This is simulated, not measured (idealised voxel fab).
process module | voxel trench capacitor
cross-section cut | 245 nm wide | cells 5 nm
A cross-section is a grid of square cells, given in bands from the top down. A band is one or more rows of cells.
Each band's line starts with the height of the band's top and of its bottom, in nm. Then come its materials from left to right, each with its width in nm. One material with "throughout" fills the band from edge to edge. "air" is empty space.
Height 0 is the level under which the wafer as received is all one material. The lowest band goes on downwards, as in "0 down".
A width such as "30 to 40" changes by the same amount from each row of cells to the next, from the band's top row to its bottom row.
"no change" after a step means that no cell of the cross-section changed.
closed voids: empty space of 8 cells or more with no open way to the top, each as width x height at its distance from the left edge, in nm
after a step's settings: what the simulator itself notes on the step
overlay nm, on a step with a mask: how far to the right of its planned place the mask lay; to the left if negative
plan
1 op RECEIVE | material Si
2 op CONFORMAL_DEP | material SiN | thk nm 5
3 op DIRECTIONAL_DEP | material aC | thk nm 15
4 op PATTERN | tone open | mask id TRENCH | material resist | width nm 15 | pitch nm 35 | thk nm 35 | overlay nm 0
5 op DIRECTIONAL_ETCH | etch materials aC | depth nm 15
6 op STRIP | etch materials resist
7 op DIRECTIONAL_ETCH | etch materials SiN | depth nm 5
8 op DIRECTIONAL_ETCH | etch materials Si | depth nm 35
9 op STRIP | etch materials aC
10 op CONFORMAL_DEP | material SiO2 | thk nm 5
11 op FILL_DEP | material polySi | thk nm 10
12 op CMP | height nm 5
as received, after step 1
  0 down: Si throughout
  closed voids: none
first wafer at the end, as planned
  5 to 0: SiN 95 | SiO2 5 | polySi 5 | SiO2 5 | SiN 20 | SiO2 5 | polySi 5 | SiO2 5 | SiN 100
  0 to -30: Si 95 | SiO2 5 | polySi 5 | SiO2 5 | Si 20 | SiO2 5 | polySi 5 | SiO2 5 | Si 100
  -30 to -35: Si 95 | SiO2 15 | Si 20 | SiO2 15 | Si 100
  -35 down: Si throughout
  closed voids: none
second wafer at the end: like start, like plan, one mistake
  5 to 0: SiN 95 | SiO2 5 | polySi 10 | SiO2 5 | SiN 15 | SiO2 5 | polySi 10 | SiO2 5 | SiN 95
  0 to -30: Si 95 | SiO2 5 | polySi 10 | SiO2 5 | Si 15 | SiO2 5 | polySi 10 | SiO2 5 | Si 95
  -30 to -35: Si 95 | SiO2 20 | Si 15 | SiO2 20 | Si 95
  -35 down: Si throughout
  closed voids: none
what went wrong: step 4 ran as: op PATTERN | tone open | mask id TRENCH | material resist | width nm 20 | pitch nm 35 | thk nm 35 | overlay nm 0
at the end the second wafer has, in cells: 14 fewer of Si | 2 fewer of SiN | 2 more of SiO2 | 14 more of polySi
